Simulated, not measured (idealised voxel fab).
Process module, titled voxel fin reveal
For reference, the cross-section in this document is cut, with width 160 nm and square cells of 5 nm.
Reading order for cross-sections: top band down to bottom band. Underlying form: a grid of square cells. Band size: one or more rows of cells.
Top height, bottom height, nm. Materials left to right, width each, nm. Single material + "throughout" = fills band edge to edge. "air" = empty.
Below 0: as-received wafer, all one material; heights counted from there. Lowest band: no bottom, goes on down, written "0 -> down".
The two numbers in a width such as "30..40" mark its ends across the band: the first belongs to the top row of cells, the second to the bottom row, and from each row to the next the width moves by the same amount.
Take "nothing got changed" at face value: in the step it is given for, the cross-section changed in none of its cells.
"Encapsulated voids" means: voids of 8 cells or more that are shut off from the top with no open way through. Written width x height at distance, distance from the left edge, in nm.
Formally, on a step line, whatever follows the settings is a remark that the simulator itself makes on the step.
overlay nm, on a step with a mask: how far to the right of its planned place the mask lay; to the left if negative

# The steps planned for the process are as follows
step 1: RECEIVE, material Si
step 2: CONFORMAL_DEP, material SiN, thk nm 5
step 3: DIRECTIONAL_DEP, material aC, thk nm 15
step 4: PATTERN, tone cover, mask id FINS, material resist, width nm 15, pitch nm 35, thk nm 35, overlay nm 0
step 5: DIRECTIONAL_ETCH, etch materials aC, depth nm 15
step 6: STRIP, etch materials resist
step 7: DIRECTIONAL_ETCH, etch materials SiN, depth nm 5
step 8: DIRECTIONAL_ETCH, etch materials Si, depth nm 30
step 9: STRIP, etch materials aC
step 10: OXIDIZE, depth nm 5
step 11: FILL_DEP, material SiO2, thk nm 10
step 12: CMP, height nm 5
step 13: SELECTIVE_ETCH, etch materials SiO2, depth nm 15
step 14: STRIP, etch materials SiN
step 15: CONFORMAL_DEP, material SiO2, thk nm 5

# Cross-sectional view of the wafer in its as-received condition, corresponding to the state after step 1
* 0 -> down | Si throughout
* Encapsulated voids: none

# First wafer of two, sectioned at end of module; run went per plan
* 5 -> 0 | 20 air / 15 SiO2 / 20 air / 15 SiO2 / 20 air / 15 SiO2 / 20 air / 15 SiO2 / 20 air
* 0 -> -5 | 20 air / 5 SiO2 / 5 Si / 5 SiO2 / 20 air / 5 SiO2 / 5 Si / 5 SiO2 / 20 air / 5 SiO2 / 5 Si / 5 SiO2 / 20 air / 5 SiO2 / 5 Si / 5 SiO2 / 20 air
* -5 -> -35 | 25 SiO2 / 5 Si / 30 SiO2 / 5 Si / 30 SiO2 / 5 Si / 30 SiO2 / 5 Si / 25 SiO2
* -35 -> down | Si throughout
* Encapsulated voids: none

# Second wafer cross-section at end of module - shared start and plan with the first, one mistake in the run
* 5 -> 0 | 20 SiO2 / 15 air / 20 SiO2 / 15 air / 20 SiO2 / 15 air / 20 SiO2 / 15 air / 20 SiO2
* 0 -> -5 | 15 Si / 5 SiO2 / 15 air / 5 SiO2 / 10 Si / 5 SiO2 / 15 air / 5 SiO2 / 10 Si / 5 SiO2 / 15 air / 5 SiO2 / 10 Si / 5 SiO2 / 15 air / 5 SiO2 / 15 Si
* -5 -> -35 | 15 Si / 25 SiO2 / 10 Si / 25 SiO2 / 10 Si / 25 SiO2 / 10 Si / 25 SiO2 / 15 Si
* -35 -> down | Si throughout
* Encapsulated voids: none
Misprocessing identified: it should be noted that step 4 was executed with settings other than those planned, the operation and settings actually applied being PATTERN, tone open, mask id FINS, material resist, width nm 15, pitch nm 35, thk nm 35, overlay nm 0
The closing comparison, in cells, has the second wafer with more or fewer of some materials than the first: Si +56, SiO2 -40
